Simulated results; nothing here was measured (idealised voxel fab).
Process module, titled voxel wiring stack
It is cross-section cut that appears here, measuring 195 nm in width, its square cells being 5 nm in size.
Cross-section = grid of square cells, listed top down in bands; band = one or more rows.
Each band's line starts with the height of the band's top and of its bottom, in nm. Then come its materials from left to right, each with its width in nm. One material with "all across" fills the band from edge to edge. "blank" is empty space.
Height reference: 0 = level under which incoming wafer is all one material. Lowest band: no bottom, runs on downward, e.g. "z 0 and below".
Top row gets the first number, bottom row gets the second, and each row in between changes by the same step: that is how a band width like "30 to 40" works.
No cell of the cross-section changed in a step that is given as "identical to before".
Voids not open to the top, 8 cells minimum: see "Listed closed voids". Written width x height at distance; distance is from the left edge; nm.
On each step's line, the part that comes after the settings is the simulator's own comment on the step.
What "overlay nm" on a step's line means: if the step has a mask, that mask lay this far to the right of its planned place, or, when the value is negative, to the left.

Listed below are the process steps as planned
1. RECEIVE, material Si
2. CONFORMAL_DEP, material SiO2, thk nm 15
3. CONFORMAL_DEP, material SiN, thk nm 5
4. DIRECTIONAL_DEP, material SiO2, thk nm 25
5. DIRECTIONAL_DEP, material aC, thk nm 10
6. PATTERN, tone open, mask id METAL_1, material resist, width nm 25, pitch nm 45, thk nm 25, overlay nm 0
7. DIRECTIONAL_ETCH, etch materials aC, depth nm 10
8. STRIP, etch materials resist
9. DIRECTIONAL_ETCH, etch materials SiO2, depth nm 25
10. DIRECTIONAL_ETCH, etch materials SiN, depth nm 5
11. STRIP, etch materials aC
12. CONFORMAL_DEP, material TiN, thk nm 5
13. FILL_DEP, material Ru, thk nm 5
14. CMP, height nm 45
15. EPI, material Ru, thk nm 5
16. FILL_DEP, material SiCN, thk nm 5
17. DIRECTIONAL_DEP, material SiO2, thk nm 30
18. DIRECTIONAL_DEP, material aC, thk nm 15
19. PATTERN, tone open, mask id METAL_2, material resist, width nm 25, pitch nm 45, thk nm 30, overlay nm 0
20. DIRECTIONAL_ETCH, etch materials aC, depth nm 15
21. STRIP, etch materials resist
22. DIRECTIONAL_ETCH, etch materials SiO2, depth nm 15
23. STRIP, etch materials aC
24. DIRECTIONAL_DEP, material aC, thk nm 10
25. PATTERN, tone open, mask id METAL_2_HOLES, material resist, width nm 15, pitch nm 90, thk nm 30, overlay nm 0
26. DIRECTIONAL_ETCH, etch materials aC, depth nm 10
27. STRIP, etch materials resist
28. DIRECTIONAL_ETCH, etch materials SiO2, depth nm 15
29. DIRECTIONAL_ETCH, etch materials SiCN, depth nm 5
30. STRIP, etch materials aC
31. CONFORMAL_DEP, material TiN, thk nm 5
32. FILL_DEP, material Cu, thk nm 5
33. CMP, height nm 85
34. CONFORMAL_DEP, material SiCN, thk nm 5
35. DIRECTIONAL_DEP, material lowk, thk nm 10
36. DIRECTIONAL_DEP, material aC, thk nm 15
37. PATTERN, tone open, mask id PLUG_2, material resist, width nm 15, pitch nm 45, thk nm 30, overlay nm 0
38. DIRECTIONAL_ETCH, etch materials aC, depth nm 15
39. STRIP, etch materials resist
40. DIRECTIONAL_ETCH, etch materials lowk, depth nm 10
41. DIRECTIONAL_ETCH, etch materials SiCN, depth nm 5
42. STRIP, etch materials aC
43. CONFORMAL_DEP, material TiN, thk nm 5
44. FILL_DEP, material Ru, thk nm 10
45. CMP, height nm 100
46. DIRECTIONAL_DEP, material TiN, thk nm 5
47. DIRECTIONAL_DEP, material W, thk nm 15
48. MASKED_ETCH, tone cover, mask id METAL_3, width nm 25, pitch nm 45, etch materials W, depth nm 15, overlay nm 0
49. MASKED_ETCH, tone cover, mask id METAL_3, width nm 25, pitch nm 45, etch materials TiN, depth nm 5, overlay nm 0
50. CONFORMAL_DEP, material SiN, thk nm 5
51. FILL_DEP, material lowk, thk nm 5
52. CMP, height nm 120
53. CONFORMAL_DEP, material SiN, thk nm 5

The cross-section here shows the wafer as received, i.e. in its state after step 1
* z 0 and below | Si all across
* Listed closed voids: none

Run as planned - first of the two wafers cross-sectioned at the end of the module
* z 125 to 120 | SiN all across
* z 120 to 105 | lowk: 35, then SiN: 5, then W: 25, then SiN: 5, then lowk: 10, then SiN: 5, then W: 25, then SiN: 5, then lowk: 10, then SiN: 5, then W: 25, then SiN: 5, then lowk: 35
* z 105 to 100 | SiN: 40, then TiN: 25, then SiN: 20, then TiN: 25, then SiN: 20, then TiN: 25, then SiN: 40
* z 100 to 90 | lowk: 40, then TiN: 5, then Ru: 5, then TiN: 5, then lowk: 30, then TiN: 5, then Ru: 5, then TiN: 5, then lowk: 30, then TiN: 5, then Ru: 5, then TiN: 5, then lowk: 50
* z 90 to 85 | SiCN: 40, then TiN: 15, then SiCN: 30, then TiN: 15, then SiCN: 30, then TiN: 15, then SiCN: 50
* z 85 to 75 | SiO2: 40, then TiN: 5, then Cu: 15, then TiN: 5, then SiO2: 20, then TiN: 5, then Cu: 15, then TiN: 5, then SiO2: 20, then TiN: 5, then Cu: 15, then TiN: 5, then SiO2: 40
* z 75 to 70 | SiO2: 40, then TiN: 5, then Cu: 5, then TiN: 15, then SiO2: 20, then TiN: 25, then SiO2: 20, then TiN: 5, then Cu: 5, then TiN: 15, then SiO2: 40
* z 70 to 55 | SiO2: 40, then TiN: 5, then Cu: 5, then TiN: 5, then SiO2: 75, then TiN: 5, then Cu: 5, then TiN: 5, then SiO2: 50
* z 55 to 50 | SiCN: 40, then TiN: 15, then SiCN: 75, then TiN: 15, then SiCN: 50
* z 50 to 45 | SiCN: 35, then Ru: 35, then SiCN: 10, then Ru: 35, then SiCN: 10, then Ru: 35, then SiCN: 35
* z 45 to 20 | SiO2: 40, then TiN: 5, then Ru: 15, then TiN: 5, then SiO2: 20, then TiN: 5, then Ru: 15, then TiN: 5, then SiO2: 20, then TiN: 5, then Ru: 15, then TiN: 5, then SiO2: 40
* z 20 to 15 | SiN: 40, then TiN: 25, then SiN: 20, then TiN: 25, then SiN: 20, then TiN: 25, then SiN: 40
* z 15 to 0 | SiO2 all across
* z 0 and below | Si all across
* Listed closed voids: none

Second wafer cross-section at end of module - shared start and plan with the first, one mistake in the run
* z 125 to 120 | SiN all across
* z 120 to 110 | W: 40, then SiN: 5, then lowk: 15, then SiN: 5, then W: 20, then SiN: 5, then lowk: 15, then SiN: 5, then W: 20, then SiN: 5, then lowk: 15, then SiN: 5, then W: 40
* z 110 to 105 | W: 40, then SiN: 25, then W: 20, then SiN: 25, then W: 20, then SiN: 25, then W: 40
* z 105 to 100 | TiN all across
* z 100 to 90 | lowk: 40, then TiN: 5, then Ru: 5, then TiN: 5, then lowk: 30, then TiN: 5, then Ru: 5, then TiN: 5, then lowk: 30, then TiN: 5, then Ru: 5, then TiN: 5, then lowk: 50
* z 90 to 85 | SiCN: 40, then TiN: 15, then SiCN: 30, then TiN: 15, then SiCN: 30, then TiN: 15, then SiCN: 50
* z 85 to 75 | SiO2: 40, then TiN: 5, then Cu: 15, then TiN: 5, then SiO2: 20, then TiN: 5, then Cu: 15, then TiN: 5, then SiO2: 20, then TiN: 5, then Cu: 15, then TiN: 5, then SiO2: 40
* z 75 to 70 | SiO2: 40, then TiN: 5, then Cu: 5, then TiN: 15, then SiO2: 20, then TiN: 25, then SiO2: 20, then TiN: 5, then Cu: 5, then TiN: 15, then SiO2: 40
* z 70 to 55 | SiO2: 40, then TiN: 5, then Cu: 5, then TiN: 5, then SiO2: 75, then TiN: 5, then Cu: 5, then TiN: 5, then SiO2: 50
* z 55 to 50 | SiCN: 40, then TiN: 15, then SiCN: 75, then TiN: 15, then SiCN: 50
* z 50 to 45 | SiCN: 35, then Ru: 35, then SiCN: 10, then Ru: 35, then SiCN: 10, then Ru: 35, then SiCN: 35
* z 45 to 20 | SiO2: 40, then TiN: 5, then Ru: 15, then TiN: 5, then SiO2: 20, then TiN: 5, then Ru: 15, then TiN: 5, then SiO2: 20, then TiN: 5, then Ru: 15, then TiN: 5, then SiO2: 40
* z 20 to 15 | SiN: 40, then TiN: 25, then SiN: 20, then TiN: 25, then SiN: 20, then TiN: 25, then SiN: 40
* z 15 to 0 | SiO2 all across
* z 0 and below | Si all across
* Listed closed voids: none
Error vs. plan: rather than as planned, step 48 actually ran as MASKED_ETCH, tone open, mask id METAL_3, width nm 25, pitch nm 45, etch materials W, depth nm 15, overlay nm 0
Final wafer comparison in cells, second versus first, more or fewer per material: SiN -15; TiN +24; W +27; lowk -36
